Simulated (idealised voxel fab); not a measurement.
process module | voxel self aligned contacts
cross-section cut | 265 nm wide | cells 5 nm
A cross-section is a grid of square cells, given in bands from the top down. A band is one or more rows of cells.
Each band's line starts with the height of the band's top and of its bottom, in nm. Then come its materials from left to right, each with its width in nm. One material with "throughout" fills the band from edge to edge. "air" is empty space.
Height 0 is the level under which the wafer as received is all one material. The lowest band goes on downwards, as in "0 down".
A width such as "30 to 40" changes by the same amount from each row of cells to the next, from the band's top row to its bottom row.
"no change" after a step means that no cell of the cross-section changed.
closed voids: empty space of 8 cells or more with no open way to the top, each as width x height at its distance from the left edge, in nm
after a step's settings: what the simulator itself notes on the step
overlay nm, on a step with a mask: how far to the right of its planned place the mask lay; to the left if negative
plan
1 op RECEIVE | material Si
2 op CONFORMAL_DEP | material SiO2 | thk nm 5
3 op DIRECTIONAL_DEP | material polySi | thk nm 25
4 op DIRECTIONAL_DEP | material SiN | thk nm 20
5 op DIRECTIONAL_DEP | material aC | thk nm 10
6 op PATTERN | tone cover | mask id GATE | material resist | width nm 25 | pitch nm 70 | thk nm 30 | overlay nm 0
7 op DIRECTIONAL_ETCH | etch materials aC | depth nm 10
8 op STRIP | etch materials resist
9 op DIRECTIONAL_ETCH | etch materials SiN | depth nm 20
10 op DIRECTIONAL_ETCH | etch materials polySi | depth nm 25
11 op STRIP | etch materials aC
12 op CONFORMAL_DEP | material SiN | thk nm 10
13 op DIRECTIONAL_ETCH | etch materials SiN | depth nm 10
14 op FILL_DEP | material SiO2 | thk nm 15
15 op CMP | height nm 55
16 op DIRECTIONAL_DEP | material aC | thk nm 15
17 op PATTERN | tone open | mask id CONTACT | material resist | width nm 55 | thk nm 35 | overlay nm 0
18 op DIRECTIONAL_ETCH | etch materials aC | depth nm 15
19 op STRIP | etch materials resist
20 op DIRECTIONAL_ETCH | etch materials SiO2 | depth nm 55
21 op STRIP | etch materials aC
22 op CONFORMAL_DEP | material TiN | thk nm 5
23 op FILL_DEP | material Ru | thk nm 10
24 op CMP | height nm 55
25 op CONFORMAL_DEP | material SiN | thk nm 5
as received, after step 1
  0 down: Si throughout
  closed voids: none
first wafer at the end, as planned
  60 to 55: SiN throughout
  55 to 50: SiO2 105 | TiN 20 | Ru 15 | TiN 20 | SiO2 105
  50 to 30: SiO2 75 | SiN 45 | TiN 5 | Ru 15 | TiN 5 | SiN 45 | SiO2 75
  30 to 5: SiO2 75 | SiN 10 | polySi 25 | SiN 10 | TiN 5 | Ru 15 | TiN 5 | SiN 10 | polySi 25 | SiN 10 | SiO2 75
  5 to 0: SiO2 120 | TiN 25 | SiO2 120
  0 down: Si throughout
  closed voids: none
second wafer at the end: like start, like plan, one mistake
  60 to 55: SiN throughout
  55 to 50: SiO2 105 | TiN 20 | Ru 15 | TiN 20 | SiO2 105
  50 to 30: SiO2 75 | SiN 45 | TiN 5 | Ru 15 | TiN 5 | SiN 45 | SiO2 75
  30 to 10: SiO2 75 | SiN 10 | polySi 25 | SiN 10 | TiN 5 | Ru 15 | TiN 5 | SiN 10 | polySi 25 | SiN 10 | SiO2 75
  10 to 5: SiO2 75 | SiN 10 | polySi 25 | SiN 10 | TiN 25 | SiN 10 | polySi 25 | SiN 10 | SiO2 75
  5 to 0: TiN throughout
  0 down: Si throughout
  closed voids: none
what went wrong: step 2 ran as: op CONFORMAL_DEP | material TiN | thk nm 5
at the end the second wafer has, in cells: 3 fewer of Ru | 48 fewer of SiO2 | 51 more of TiN
